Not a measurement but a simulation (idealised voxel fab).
process module | voxel self aligned vias
cross-section cut | 175 nm wide | cells 5 nm
A cross-section is a grid of square cells, given in bands from the top down. A band is one or more rows of cells.
Each band's line starts with the height of the band's top and of its bottom, in nm. Then come its materials from left to right, each with its width in nm. One material with "throughout" fills the band from edge to edge. "air" is empty space.
Height 0 is the level under which the wafer as received is all one material. The lowest band goes on downwards, as in "0 down".
A width such as "30 to 40" changes by the same amount from each row of cells to the next, from the band's top row to its bottom row.
"no change" after a step means that no cell of the cross-section changed.
closed voids: empty space of 8 cells or more with no open way to the top, each as width x height at its distance from the left edge, in nm
after a step's settings: what the simulator itself notes on the step
overlay nm, on a step with a mask: how far to the right of its planned place the mask lay; to the left if negative
plan
1 op RECEIVE | material Si
2 op CONFORMAL_DEP | material SiO2 | thk nm 15
3 op CONFORMAL_DEP | material SiCN | thk nm 5
4 op DIRECTIONAL_DEP | material lowk | thk nm 25
5 op DIRECTIONAL_DEP | material aC | thk nm 15
6 op PATTERN | tone open | mask id LINES | material resist | width nm 25 | pitch nm 65 | thk nm 35 | overlay nm 0
7 op DIRECTIONAL_ETCH | etch materials aC | depth nm 15
8 op STRIP | etch materials resist
9 op DIRECTIONAL_ETCH | etch materials lowk | depth nm 25
10 op STRIP | etch materials aC
11 op CONFORMAL_DEP | material TiN | thk nm 5
12 op FILL_DEP | material W | thk nm 10
13 op CMP | height nm 45
14 op SELECTIVE_ETCH | etch materials W Ru TiN | depth nm 5
15 op FILL_DEP | material SiN | thk nm 5
16 op CMP | height nm 45
17 op DIRECTIONAL_DEP | material lowk | thk nm 15
18 op MASKED_ETCH | tone open | mask id VIAS | width nm 35 | etch materials lowk | depth nm 15 | overlay nm 0
19 op MASKED_ETCH | tone open | mask id VIAS | width nm 35 | etch materials SiN | depth nm 5 | overlay nm 0
20 op CONFORMAL_DEP | material TiN | thk nm 5
21 op FILL_DEP | material Cu | thk nm 5
22 op CMP | height nm 60
23 op CONFORMAL_DEP | material SiN | thk nm 5
as received, after step 1
  0 down: Si throughout
  closed voids: none
a wafer at the end: this start, this plan, one mistake
  65 to 60: SiN throughout
  60 to 45: lowk 35 | TiN 5 | Cu 25 | TiN 5 | lowk 105
  45 to 40: lowk 35 | TiN 35 | lowk 30 | SiN 35 | lowk 40
  40 to 25: lowk 35 | TiN 5 | W 25 | TiN 5 | lowk 30 | TiN 5 | W 25 | TiN 5 | lowk 40
  25 to 20: lowk 35 | TiN 35 | lowk 30 | TiN 35 | lowk 40
  20 to 15: SiCN throughout
  15 to 0: SiO2 throughout
  0 down: Si throughout
  closed voids: none
what went wrong: step 6 ran as: op PATTERN | tone open | mask id LINES | material resist | width nm 35 | pitch nm 65 | thk nm 35 | overlay nm 0
